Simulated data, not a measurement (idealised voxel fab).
Process module name: voxel trench capacitor
Cross-section cut spans 300 nm and uses square cells 5 nm in size.
Bands, listed from the top down, are how a cross-section gets written in this document; the cross-section itself is a grid of square cells, and a band is one or more rows of them.
Band: top height; bottom height; in nm. Then, left to right: material with width in nm, for each material. "full width": a single material spanning edge to edge. "blank": empty space.
Note: height 0 marks the level under which the wafer is uniformly one material as received. Lowest band unbounded below, written "0 down".
The notation "30->40" denotes a width that varies across the rows of cells in the band, beginning at the first number in the top row, finishing at the second number in the bottom row, and changing by an identical amount from each row to the next.
"no modification" (step): cross-section cells unchanged, all of them.
Reported under the label "Enclosed voids" are the empty spaces having no open way to the top and comprising 8 cells or more; the notation for each is width x height at distance, in which the distance is measured from the left edge and all three values are in nm.
If you see something after the settings on a step's line, that's the simulator's own remark about that step.
"overlay nm" answers the question of how far to the right of plan the mask lay on a step that has a mask, and when it is negative the answer is to the left.
The process steps that were planned are listed below
step 1: RECEIVE [material Si]
step 2: CONFORMAL_DEP [material SiN] [thk nm 5]
step 3: DIRECTIONAL_DEP [material aC] [thk nm 10]
step 4: PATTERN [tone open] [mask id TRENCH] [material resist] [width nm 15] [pitch nm 35] [thk nm 25] [overlay nm 0]
step 5: DIRECTIONAL_ETCH [etch materials aC] [depth nm 10]
step 6: STRIP [etch materials resist]
step 7: DIRECTIONAL_ETCH [etch materials SiN] [depth nm 5]
step 8: DIRECTIONAL_ETCH [etch materials Si] [depth nm 40]
step 9: STRIP [etch materials aC]
step 10: CONFORMAL_DEP [material SiO2] [thk nm 5]
step 11: FILL_DEP [material polySi] [thk nm 5]
step 12: CMP [height nm -5]
For clarity, it should be stated that the wafers under discussion commence in an identical condition and differ with respect to the height nm of step 12, the plan indicating the value that the first wafer had.
As received, i.e. after step 1: cross-section through the first of several wafers
- 0 down = Si full width
- Enclosed voids: none
Cross-sectional representation of the first of several wafers at the end of the module, i.e. after its terminal step, step 12
- -5 to -35 = 90 of Si / 5 of SiO2 / 5 of polySi / 5 of SiO2 / 20 of Si / 5 of SiO2 / 5 of polySi / 5 of SiO2 / 20 of Si / 5 of SiO2 / 5 of polySi / 5 of SiO2 / 20 of Si / 5 of SiO2 / 5 of polySi / 5 of SiO2 / 90 of Si
- -35 to -40 = 90 of Si / 15 of SiO2 / 20 of Si / 15 of SiO2 / 20 of Si / 15 of SiO2 / 20 of Si / 15 of SiO2 / 90 of Si
- -40 down = Si full width
- Enclosed voids: none
Last-wafer cross-section at the end of the module
- 15 to 10 = polySi full width
- 10 to 5 = 95 of SiO2 / 5 of polySi / 30 of SiO2 / 5 of polySi / 30 of SiO2 / 5 of polySi / 30 of SiO2 / 5 of polySi / 95 of SiO2
- 5 to 0 = 90 of SiN / 5 of SiO2 / 5 of polySi / 5 of SiO2 / 20 of SiN / 5 of SiO2 / 5 of polySi / 5 of SiO2 / 20 of SiN / 5 of SiO2 / 5 of polySi / 5 of SiO2 / 20 of SiN / 5 of SiO2 / 5 of polySi / 5 of SiO2 / 90 of SiN
- 0 to -35 = 90 of Si / 5 of SiO2 / 5 of polySi / 5 of SiO2 / 20 of Si / 5 of SiO2 / 5 of polySi / 5 of SiO2 / 20 of Si / 5 of SiO2 / 5 of polySi / 5 of SiO2 / 20 of Si / 5 of SiO2 / 5 of polySi / 5 of SiO2 / 90 of Si
- -35 to -40 = 90 of Si / 15 of SiO2 / 20 of Si / 15 of SiO2 / 20 of Si / 15 of SiO2 / 20 of Si / 15 of SiO2 / 90 of Si
- -40 down = Si full width
- Enclosed voids: none
Tabulated below, wafer by wafer, are the end-of-module results: for each material, the number of cells gained (+) or lost (-) relative to the as-received state, followed by the closed voids
height nm -5; -144 Si; +60 SiO2; +24 polySi; Enclosed voids: none
height nm 0; -96 Si; +68 SiO2; +28 polySi; Enclosed voids: none
height nm 5; -96 Si; +48 SiN; +76 SiO2; +32 polySi; Enclosed voids: none
height nm 10; -96 Si; +48 SiN; +132 SiO2; +36 polySi; Enclosed voids: none
height nm 15; -96 Si; +48 SiN; +132 SiO2; +96 polySi; Enclosed voids: none
